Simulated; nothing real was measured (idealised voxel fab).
process module | voxel air gaps
cross-section cut | 170 nm wide | cells 5 nm
A cross-section is a grid of square cells, given in bands from the top down. A band is one or more rows of cells.
Each band's line starts with the height of the band's top and of its bottom, in nm. Then come its materials from left to right, each with its width in nm. One material with "throughout" fills the band from edge to edge. "air" is empty space.
Height 0 is the level under which the wafer as received is all one material. The lowest band goes on downwards, as in "0 down".
A width such as "30 to 40" changes by the same amount from each row of cells to the next, from the band's top row to its bottom row.
"no change" after a step means that no cell of the cross-section changed.
closed voids: empty space of 8 cells or more with no open way to the top, each as width x height at its distance from the left edge, in nm
after a step's settings: what the simulator itself notes on the step
overlay nm, on a step with a mask: how far to the right of its planned place the mask lay; to the left if negative
plan
1 op RECEIVE | material Si
2 op CONFORMAL_DEP | material SiO2 | thk nm 15
3 op CONFORMAL_DEP | material SiCN | thk nm 5
4 op DIRECTIONAL_DEP | material lowk | thk nm 35
5 op MASKED_ETCH | tone open | mask id LINES | width nm 20 | pitch nm 50 | etch materials lowk | depth nm 35 | overlay nm 0
6 op CONFORMAL_DEP | material TiN | thk nm 5
7 op FILL_DEP | material Ru | thk nm 5
8 op CMP | height nm 55
9 op EPI | material Ru | thk nm 10
10 op SELECTIVE_ETCH | etch materials lowk | depth nm 45
11 op CONFORMAL_DEP | material SiCN | thk nm 5
as received, after step 1
  0 down: Si throughout
  closed voids: none
a wafer at the end: this start, this plan, one mistake
  70 to 65: air 20 | SiCN 150
  65 to 55: air 20 | SiCN 5 | Ru 40 | SiCN 10 | Ru 40 | SiCN 10 | Ru 40 | SiCN 5
  55 to 50: air 20 | SiCN 15 | TiN 5 | Ru 10 | TiN 5 | SiCN 30 | TiN 5 | Ru 10 | TiN 5 | SiCN 30 | TiN 5 | Ru 10 | TiN 5 | SiCN 15
  50 to 25: air 30 | SiCN 5 | TiN 5 | Ru 10 | TiN 5 | SiCN 5 | air 20 | SiCN 5 | TiN 5 | Ru 10 | TiN 5 | SiCN 5 | air 20 | SiCN 5 | TiN 5 | Ru 10 | TiN 5 | SiCN 5 | air 10
  25 to 20: SiCN 35 | TiN 20 | SiCN 30 | TiN 20 | SiCN 30 | TiN 20 | SiCN 15
  20 to 15: SiCN throughout
  15 to 0: SiO2 throughout
  0 down: Si throughout
  closed voids: 20 x 25 at 60; 20 x 25 at 110; 10 x 25 at 160
what went wrong: step 5 ran as: op MASKED_ETCH | tone open | mask id LINES | width nm 20 | pitch nm 50 | etch materials lowk | depth nm 35 | overlay nm 10
